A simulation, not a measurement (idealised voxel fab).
A process module follows: voxel gate over fins.
Xsec cut, 265 nm wide, square cell size 5 nm.
For the purposes of this document, a cross-section shall be understood as a grid of square cells, specified as bands listed in top-to-bottom order, each band consisting of one or more rows of cells. What a band's entry tells you: where the top is and where the bottom is, as heights in nm, and after that what lies inside, material by material from left to right, each with its width in nm. Empty space is written as the word "air", and a single material marked with the word "edge to edge" occupies the band from edge to edge. A quick word on heights: they are counted from 0, and under that level the wafer as it came to us is one material throughout. The lowest band is different from the rest in having no bottom; it simply continues downward, written as in "0..down". The width entry "30..40" should be interpreted row by row: the top row of cells in the band takes the first number, the bottom row takes the second number, and the change between adjacent rows is uniform throughout. No cell of the cross-section changed in a step that is given as "nothing altered". Each empty space that has no open way to the top and spans at least 8 cells appears under "Closed-off voids" as width x height at distance, the distance counted from the left edge, all in nm. Anything after a step's settings on that line? It's the simulator's own note about the step. If you see "overlay nm" on a step's line and that step has a mask, it's telling you how far right of where it was planned the mask ended up; a negative number means it went left instead. From here on the document is pairs. In a pair, the cross-section before one process step comes with the cross-section after it, and the latter goes no deeper than the lowest band that changed. What lies in between, the step and its settings, is written under the pair. A pair may be from a different run of this module on the same starting wafer than the pair above it, so it continues from that pair only where its entry headed "Before processing" says so.

[Before processing]
- 55..20  105 nm resist / 15 nm air / 25 nm resist / 15 nm air / 105 nm resist
- 20..5  aC edge to edge
- 5..0  SiN edge to edge
- 0..down  Si edge to edge
- Closed-off voids: none

[Post-Step Appearance]
- 40..20  105 nm resist / 15 nm air / 25 nm resist / 15 nm air / 105 nm resist
- 20..5  105 nm aC / 15 nm air / 25 nm aC / 15 nm air / 105 nm aC
- below 5: unchanged
- Closed-off voids: none
Between the cross-sections above, the step performed was DIRECTIONAL_ETCH [etch materials aC] [depth nm 15]

Before processing: = after-state of the pair above.

[Post-Step Appearance]
- 20..5  105 nm aC / 15 nm air / 25 nm aC / 15 nm air / 105 nm aC
- below 5: unchanged
- Closed-off voids: none
Between the cross-sections above, the step performed was STRIP [etch materials resist]

Before processing: = after-state of the pair above.

[Post-Step Appearance]
- 20..5  105 nm aC / 15 nm air / 25 nm aC / 15 nm air / 105 nm aC
- 5..0  105 nm SiN / 15 nm air / 25 nm SiN / 15 nm air / 105 nm SiN
- below 0: unchanged
- Closed-off voids: none
Between the cross-sections above, the step performed was DIRECTIONAL_ETCH [etch materials SiN] [depth nm 5]

Before processing: = after-state of the pair above.

[Post-Step Appearance]
- 20..5  105 nm aC / 15 nm air / 25 nm aC / 15 nm air / 105 nm aC
- 5..0  105 nm SiN / 15 nm air / 25 nm SiN / 15 nm air / 105 nm SiN
- 0..-40  105 nm Si / 15 nm air / 25 nm Si / 15 nm air / 105 nm Si
- below -40: unchanged
- Closed-off voids: none
Between the cross-sections above, the step performed was DIRECTIONAL_ETCH [etch materials Si] [depth nm 40]

Before processing: = after-state of the pair above.

[Post-Step Appearance]
- 5..0  105 nm SiN / 15 nm air / 25 nm SiN / 15 nm air / 105 nm SiN
- below 0: unchanged
- Closed-off voids: none
Between the cross-sections above, the step performed was STRIP [etch materials aC]

Before processing: = after-state of the pair above.

[Post-Step Appearance]
- 15..5  SiO2 edge to edge
- 5..0  105 nm SiN / 15 nm SiO2 / 25 nm SiN / 15 nm SiO2 / 105 nm SiN
- 0..-40  105 nm Si / 15 nm SiO2 / 25 nm Si / 15 nm SiO2 / 105 nm Si
- below -40: unchanged
- Closed-off voids: none
Between the cross-sections above, the step performed was FILL_DEP [material SiO2] [thk nm 10]

Before processing: = after-state of the pair above.

[Post-Step Appearance]
- 5..0  105 nm SiN / 15 nm SiO2 / 25 nm SiN / 15 nm SiO2 / 105 nm SiN
- below 0: unchanged
- Closed-off voids: none
Between the cross-sections above, the step performed was CMP [height nm 5]

Before processing: = after-state of the pair above.

[Post-Step Appearance]
- 5..0  105 nm SiN / 15 nm air / 25 nm SiN / 15 nm air / 105 nm SiN
- 0..-10  105 nm Si / 15 nm air / 25 nm Si / 15 nm air / 105 nm Si
- below -10: unchanged
- Closed-off voids: none
Between the cross-sections above, the step performed was SELECTIVE_ETCH [etch materials SiO2] [depth nm 15]

Before processing: = after-state of the pair above.

[Post-Step Appearance]
- 0..-10  105 nm Si / 15 nm air / 25 nm Si / 15 nm air / 105 nm Si
- below -10: unchanged
- Closed-off voids: none
Between the cross-sections above, the step performed was STRIP [etch materials SiN]

Before processing: = after-state of the pair above.

[Post-Step Appearance]
- 5..0  110 nm HfO2 / 5 nm air / 35 nm HfO2 / 5 nm air / 110 nm HfO2
- 0..-5  105 nm Si / 5 nm HfO2 / 5 nm air / 5 nm HfO2 / 25 nm Si / 5 nm HfO2 / 5 nm air / 5 nm HfO2 / 105 nm Si
- -5..-10  105 nm Si / 15 nm HfO2 / 25 nm Si / 15 nm HfO2 / 105 nm Si
- below -10: unchanged
- Closed-off voids: none
Between the cross-sections above, the step performed was CONFORMAL_DEP [material HfO2] [thk nm 5]

Before processing: = after-state of the pair above.

[Post-Step Appearance]
- 10..5  TiN edge to edge
- 5..0  110 nm HfO2 / 5 nm TiN / 35 nm HfO2 / 5 nm TiN / 110 nm HfO2
- 0..-5  105 nm Si / 5 nm HfO2 / 5 nm TiN / 5 nm HfO2 / 25 nm Si / 5 nm HfO2 / 5 nm TiN / 5 nm HfO2 / 105 nm Si
- below -5: unchanged
- Closed-off voids: none
Between the cross-sections above, the step performed was CONFORMAL_DEP [material TiN] [thk nm 5]

Before processing: = after-state of the pair above.

[Post-Step Appearance]
- 25..10  W edge to edge
- below 10: unchanged
- Closed-off voids: none
Between the cross-sections above, the step performed was FILL_DEP [material W] [thk nm 15]

Before processing: = after-state of the pair above.

[Post-Step Appearance]
- 20..10  W edge to edge
- below 10: unchanged
- Closed-off voids: none
Between the cross-sections above, the step performed was CMP [height nm 20]

Before processing: = after-state of the pair above.

[Post-Step Appearance]
- 25..20  SiCN edge to edge
- below 20: unchanged
- Closed-off voids: none
Between the cross-sections above, the step performed was CONFORMAL_DEP [material SiCN] [thk nm 5]
